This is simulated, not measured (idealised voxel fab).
The following process module bears the name voxel ribs on slabs.
FYI the section here is cut, 225 nm wide, cells are 5 nm squares.
Bands, listed from the top down, are how a cross-section gets written in this document; the cross-section itself is a grid of square cells, and a band is one or more rows of them.
Heads up on the band format: heights come first, top then bottom, in nm. After that it's the materials left to right, each with its width in nm. A single material flagged "throughout" fills the whole band edge to edge, and "air" means there's empty space there.
It should be noted that heights are counted from 0, beneath which the wafer as supplied is of one material throughout, and that the lowest band possesses no lower boundary but continues downward, as written in "from 0 down".
Quick explanation for "30 to 40": the width changes in equal steps down the rows of cells, from the first number in the band's top row to the second number in its bottom row.
"changes: none" after a step means that no cell of the cross-section changed.
"Enclosed empty spaces" means: voids of 8 cells or more that are shut off from the top with no open way through. Written width x height at distance, distance from the left edge, in nm.
It should be noted that, on the line of a given step, the content following the step's settings is a remark produced by the simulator itself with respect to that step.
A step's line can hold "overlay nm"; with a mask on that step, the setting says how far right of the planned place the mask lay, while a negative setting says it lay to the left.
## Intended process steps
| 1 | RECEIVE (material Si) |
| 2 | DIRECTIONAL_DEP (material SiO2; thk nm 25) |
| 3 | DIRECTIONAL_DEP (material SiN; thk nm 20) |
| 4 | MASKED_ETCH (tone cover; mask id RIB; width nm 30; etch materials SiN; depth nm 10; overlay nm 0) |
| 5 | PATTERN (tone cover; mask id SLAB; material resist; width nm 80; thk nm 20; overlay nm 0) |
| 6 | DIRECTIONAL_ETCH (etch materials SiN; depth nm 10) |
| 7 | STRIP (etch materials resist) |
| 8 | FILL_DEP (material SiO2; thk nm 20) |
| 9 | CMP (height nm 60) |
| 10 | DIRECTIONAL_DEP (material W; thk nm 10) |
| 11 | DIRECTIONAL_DEP (material aC; thk nm 15) |
| 12 | PATTERN (tone cover; mask id HEATER; material resist; width nm 40; thk nm 30; overlay nm 0) |
| 13 | DIRECTIONAL_ETCH (etch materials aC; depth nm 15) |
| 14 | STRIP (etch materials resist) |
| 15 | DIRECTIONAL_ETCH (etch materials W; depth nm 10) |
| 16 | STRIP (etch materials aC) |
| 17 | CONFORMAL_DEP (material SiN; thk nm 5) |
## first wafer, as planned
## Cross-section of the wafer as it came to us, i.e., already through step 1
    from 0 down: Si throughout
    Enclosed empty spaces: none
## Cross-sectional representation of the wafer at the conclusion of step 2
    from 25 to 0: SiO2 throughout
    For the remainder of the cross-section, below 0, there is no change.
## Cross-sectional representation of the wafer at the conclusion of step 3
    from 45 to 25: SiN throughout
    For the remainder of the cross-section, below 25, there is no change.
## Cross-sectional representation of the wafer at the conclusion of step 4
    from 45 to 35: air 95 | SiN 30 | air 100
    For the remainder of the cross-section, below 35, there is no change.
## Cross-sectional representation of the wafer at the conclusion of step 5
    from 65 to 45: air 70 | resist 80 | air 75
    from 45 to 35: air 70 | resist 25 | SiN 30 | resist 25 | air 75
    For the remainder of the cross-section, below 35, there is no change.
## Cross-sectional representation of the wafer at the conclusion of step 6
    from 65 to 45: air 70 | resist 80 | air 75
    from 45 to 35: air 70 | resist 25 | SiN 30 | resist 25 | air 75
    from 35 to 25: air 70 | SiN 80 | air 75
    For the remainder of the cross-section, below 25, there is no change.
## Cross-sectional representation of the wafer at the conclusion of step 7
    from 45 to 35: air 95 | SiN 30 | air 100
    For the remainder of the cross-section, below 35, there is no change.
## Cross-sectional representation of the wafer at the conclusion of step 8
    from 65 to 45: SiO2 throughout
    from 45 to 35: SiO2 95 | SiN 30 | SiO2 100
    from 35 to 25: SiO2 70 | SiN 80 | SiO2 75
    For the remainder of the cross-section, below 25, there is no change.
## Cross-sectional representation of the wafer at the conclusion of step 9
    from 60 to 45: SiO2 throughout
    For the remainder of the cross-section, below 45, there is no change.
## Cross-sectional representation of the wafer at the conclusion of step 10
    from 70 to 60: W throughout
    For the remainder of the cross-section, below 60, there is no change.
## Cross-sectional representation of the wafer at the conclusion of step 11
    from 85 to 70: aC throughout
    For the remainder of the cross-section, below 70, there is no change.
## Cross-sectional representation of the wafer at the conclusion of step 12
    from 115 to 85: air 90 | resist 40 | air 95
    For the remainder of the cross-section, below 85, there is no change.
## Cross-sectional representation of the wafer at the conclusion of step 13
    from 100 to 85: air 90 | resist 40 | air 95
    from 85 to 70: air 90 | aC 40 | air 95
    For the remainder of the cross-section, below 70, there is no change.
## Cross-sectional representation of the wafer at the conclusion of step 14
    from 85 to 70: air 90 | aC 40 | air 95
    For the remainder of the cross-section, below 70, there is no change.
## Cross-sectional representation of the wafer at the conclusion of step 15
    from 85 to 70: air 90 | aC 40 | air 95
    from 70 to 60: air 90 | W 40 | air 95
    For the remainder of the cross-section, below 60, there is no change.
## Cross-sectional representation of the wafer at the conclusion of step 16
    from 70 to 60: air 90 | W 40 | air 95
    For the remainder of the cross-section, below 60, there is no change.
## Cross-sectional representation of the wafer at the conclusion of step 17
    from 75 to 70: air 85 | SiN 50 | air 90
    from 70 to 65: air 85 | SiN 5 | W 40 | SiN 5 | air 90
    from 65 to 60: SiN 90 | W 40 | SiN 95
    For the remainder of the cross-section, below 60, there is no change.
## Second wafer. Start and plan as for the first. One mistake made in running. Agrees with the first up to and including step 11
## Second wafer at the planned finish of step 12, seen in cross-section
    from 115 to 85: resist 90 | air 40 | resist 95
    For the remainder of the cross-section, below 85, there is no change.
## Second wafer at the planned finish of step 13, seen in cross-section
    from 100 to 85: resist 90 | air 40 | resist 95
    from 85 to 70: aC 90 | air 40 | aC 95
    For the remainder of the cross-section, below 70, there is no change.
## Second wafer at the planned finish of step 14, seen in cross-section
    from 85 to 70: aC 90 | air 40 | aC 95
    For the remainder of the cross-section, below 70, there is no change.
## Second wafer at the planned finish of step 15, seen in cross-section
    from 85 to 70: aC 90 | air 40 | aC 95
    from 70 to 60: W 90 | air 40 | W 95
    For the remainder of the cross-section, below 60, there is no change.
## Second wafer at the planned finish of step 16, seen in cross-section
    from 70 to 60: W 90 | air 40 | W 95
    For the remainder of the cross-section, below 60, there is no change.
## Second wafer at the planned finish of step 17, seen in cross-section
    from 75 to 70: SiN 95 | air 30 | SiN 100
    from 70 to 65: W 90 | SiN 5 | air 30 | SiN 5 | W 95
    from 65 to 60: W 90 | SiN 40 | W 95
    For the remainder of the cross-section, below 60, there is no change.
Deviation noted in wafer processing: the process deviated at step 12: the operation and settings actually run there were PATTERN (tone open; mask id HEATER; material resist; width nm 40; thk nm 30; overlay nm 0)
Looking at both finished wafers in cells, the second ends up ahead of or behind the first on some materials: 58 more of W
